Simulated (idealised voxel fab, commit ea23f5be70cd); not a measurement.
process module | voxel wiring stack
cross-section cut | 155 nm wide | cells 5 nm
A cross-section is a grid of square cells, given in bands from the top down. A band is one or more rows of cells.
Each band's line starts with the height of the band's top and of its bottom, in nm. Then come its materials from left to right, each with its width in nm. One material with "throughout" fills the band from edge to edge. "air" is empty space.
Height 0 is the level under which the wafer as received is all one material. The lowest band goes on downwards, as in "0 down".
A width such as "30 to 40" changes by the same amount from each row of cells to the next, from the band's top row to its bottom row.
"no change" after a step means that no cell of the cross-section changed.
closed voids: empty space of 8 cells or more with no open way to the top, each as width x height at its distance from the left edge, in nm
after a step's settings: what the simulator itself notes on the step
overlay nm, on a step with a mask: how far to the right of its planned place the mask lay; to the left if negative
plan
1 op RECEIVE | material Si
2 op CONFORMAL_DEP | material SiO2 | thk nm 10
3 op DIRECTIONAL_DEP | material TiN | thk nm 5
4 op DIRECTIONAL_DEP | material Ru | thk nm 25
5 op PATTERN | tone cover | mask id METAL_1 | material resist | width nm 30 | pitch nm 45 | thk nm 20 | overlay nm 0
6 op DIRECTIONAL_ETCH | etch materials Ru | depth nm 25
7 op DIRECTIONAL_ETCH | etch materials TiN | depth nm 5
8 op STRIP | etch materials resist
9 op CONFORMAL_DEP | material SiN | thk nm 5
10 op FILL_DEP | material SiO2 | thk nm 5
11 op CMP | height nm 40
12 op CONFORMAL_DEP | material SiCN | thk nm 5
13 op DIRECTIONAL_DEP | material SiO2 | thk nm 30
14 op DIRECTIONAL_DEP | material aC | thk nm 10
15 op PATTERN | tone open | mask id METAL_2_HOLES | material resist | width nm 15 | pitch nm 45 | thk nm 25 | overlay nm 0
16 op DIRECTIONAL_ETCH | etch materials aC | depth nm 10
17 op STRIP | etch materials resist
18 op DIRECTIONAL_ETCH | etch materials SiO2 | depth nm 30
19 op STRIP | etch materials aC
20 op DIRECTIONAL_DEP | material aC | thk nm 15
21 op PATTERN | tone open | mask id METAL_2 | material resist | width nm 30 | pitch nm 45 | thk nm 35 | overlay nm 0
22 op DIRECTIONAL_ETCH | etch materials aC | depth nm 15
23 op STRIP | etch materials resist
24 op DIRECTIONAL_ETCH | etch materials SiO2 | depth nm 15
25 op DIRECTIONAL_ETCH | etch materials SiCN | depth nm 5
26 op STRIP | etch materials aC
27 op CONFORMAL_DEP | material TiN | thk nm 5
28 op FILL_DEP | material Cu | thk nm 5
29 op CMP | height nm 75
30 op CONFORMAL_DEP | material SiCN | thk nm 5
31 op DIRECTIONAL_DEP | material lowk | thk nm 10
32 op DIRECTIONAL_DEP | material aC | thk nm 15
33 op PATTERN | tone open | mask id PLUG_2 | material resist | width nm 15 | pitch nm 45 | thk nm 30 | overlay nm 0
34 op DIRECTIONAL_ETCH | etch materials aC | depth nm 15
35 op STRIP | etch materials resist
36 op DIRECTIONAL_ETCH | etch materials lowk | depth nm 10
37 op DIRECTIONAL_ETCH | etch materials SiCN | depth nm 5
38 op STRIP | etch materials aC
39 op CONFORMAL_DEP | material TiN | thk nm 5
40 op FILL_DEP | material Cu | thk nm 5
41 op CMP | height nm 90
42 op DIRECTIONAL_DEP | material TiN | thk nm 5
43 op DIRECTIONAL_DEP | material W | thk nm 20
44 op DIRECTIONAL_DEP | material aC | thk nm 15
45 op PATTERN | tone cover | mask id METAL_3 | material resist | width nm 20 | pitch nm 45 | thk nm 30 | overlay nm 0
46 op DIRECTIONAL_ETCH | etch materials aC | depth nm 15
47 op STRIP | etch materials resist
48 op DIRECTIONAL_ETCH | etch materials W | depth nm 20
49 op DIRECTIONAL_ETCH | etch materials TiN | depth nm 5
50 op STRIP | etch materials aC
51 op CONFORMAL_DEP | material SiN | thk nm 5
52 op FILL_DEP | material lowk | thk nm 5
53 op CMP | height nm 115
54 op CONFORMAL_DEP | material SiN | thk nm 5
varied across the wafers: width nm of step 45. The plan shows the first wafer's value. All wafers start alike
first wafer as received, after step 1
  0 down: Si throughout
  closed voids: none
first wafer at the end, after step 54
  120 to 115: SiN throughout
  115 to 95: lowk 15 | SiN 5 | W 20 | SiN 5 | lowk 15 | SiN 5 | W 20 | SiN 5 | lowk 15 | SiN 5 | W 20 | SiN 5 | lowk 20
  95 to 90: SiN 20 | TiN 20 | SiN 25 | TiN 20 | SiN 25 | TiN 20 | SiN 25
  90 to 80: lowk 15 | TiN 5 | Cu 5 | TiN 5 | lowk 30 | TiN 5 | Cu 5 | TiN 5 | lowk 30 | TiN 5 | Cu 5 | TiN 5 | lowk 35
  80 to 75: SiCN 15 | TiN 15 | SiCN 30 | TiN 15 | SiCN 30 | TiN 15 | SiCN 35
  75 to 65: SiO2 15 | TiN 5 | Cu 20 | TiN 5 | SiO2 15 | TiN 5 | Cu 20 | TiN 5 | SiO2 15 | TiN 5 | Cu 20 | TiN 5 | SiO2 20
  65 to 60: SiO2 15 | TiN 5 | Cu 5 | TiN 20 | SiO2 15 | TiN 5 | Cu 5 | TiN 20 | SiO2 15 | TiN 5 | Cu 5 | TiN 20 | SiO2 20
  60 to 45: SiO2 15 | TiN 5 | Cu 5 | TiN 5 | SiO2 30 | TiN 5 | Cu 5 | TiN 5 | SiO2 30 | TiN 5 | Cu 5 | TiN 5 | SiO2 35
  45 to 40: SiCN 15 | TiN 15 | SiCN 30 | TiN 15 | SiCN 30 | TiN 15 | SiCN 35
  40 to 15: SiO2 10 | SiN 5 | Ru 30 | SiN 5 | SiO2 5 | SiN 5 | Ru 30 | SiN 5 | SiO2 5 | SiN 5 | Ru 30 | SiN 5 | SiO2 15
  15 to 10: SiN 15 | TiN 30 | SiN 15 | TiN 30 | SiN 15 | TiN 30 | SiN 20
  10 to 0: SiO2 throughout
  0 down: Si throughout
  closed voids: none
last wafer at the end
  120 to 115: SiN throughout
  115 to 95: lowk 10 | SiN 5 | W 30 | SiN 5 | lowk 5 | SiN 5 | W 30 | SiN 5 | lowk 5 | SiN 5 | W 30 | SiN 5 | lowk 15
  95 to 90: SiN 15 | TiN 30 | SiN 15 | TiN 30 | SiN 15 | TiN 30 | SiN 20
  90 to 80: lowk 15 | TiN 5 | Cu 5 | TiN 5 | lowk 30 | TiN 5 | Cu 5 | TiN 5 | lowk 30 | TiN 5 | Cu 5 | TiN 5 | lowk 35
  80 to 75: SiCN 15 | TiN 15 | SiCN 30 | TiN 15 | SiCN 30 | TiN 15 | SiCN 35
  75 to 65: SiO2 15 | TiN 5 | Cu 20 | TiN 5 | SiO2 15 | TiN 5 | Cu 20 | TiN 5 | SiO2 15 | TiN 5 | Cu 20 | TiN 5 | SiO2 20
  65 to 60: SiO2 15 | TiN 5 | Cu 5 | TiN 20 | SiO2 15 | TiN 5 | Cu 5 | TiN 20 | SiO2 15 | TiN 5 | Cu 5 | TiN 20 | SiO2 20
  60 to 45: SiO2 15 | TiN 5 | Cu 5 | TiN 5 | SiO2 30 | TiN 5 | Cu 5 | TiN 5 | SiO2 30 | TiN 5 | Cu 5 | TiN 5 | SiO2 35
  45 to 40: SiCN 15 | TiN 15 | SiCN 30 | TiN 15 | SiCN 30 | TiN 15 | SiCN 35
  40 to 15: SiO2 10 | SiN 5 | Ru 30 | SiN 5 | SiO2 5 | SiN 5 | Ru 30 | SiN 5 | SiO2 5 | SiN 5 | Ru 30 | SiN 5 | SiO2 15
  15 to 10: SiN 15 | TiN 30 | SiN 15 | TiN 30 | SiN 15 | TiN 30 | SiN 20
  10 to 0: SiO2 throughout
  0 down: Si throughout
  closed voids: none
each wafer at the end: cells of each material gained (+) or lost (-) since it was received, then its closed voids
width nm 20 | +42 Cu | +90 Ru | +44 SiCN | +117 SiN | +202 SiO2 | +105 TiN | +48 W | +96 lowk | closed voids: none
width nm 25 | +42 Cu | +90 Ru | +44 SiCN | +114 SiN | +202 SiO2 | +108 TiN | +60 W | +84 lowk | closed voids: none
width nm 30 | +42 Cu | +90 Ru | +44 SiCN | +111 SiN | +202 SiO2 | +111 TiN | +72 W | +72 lowk | closed voids: none
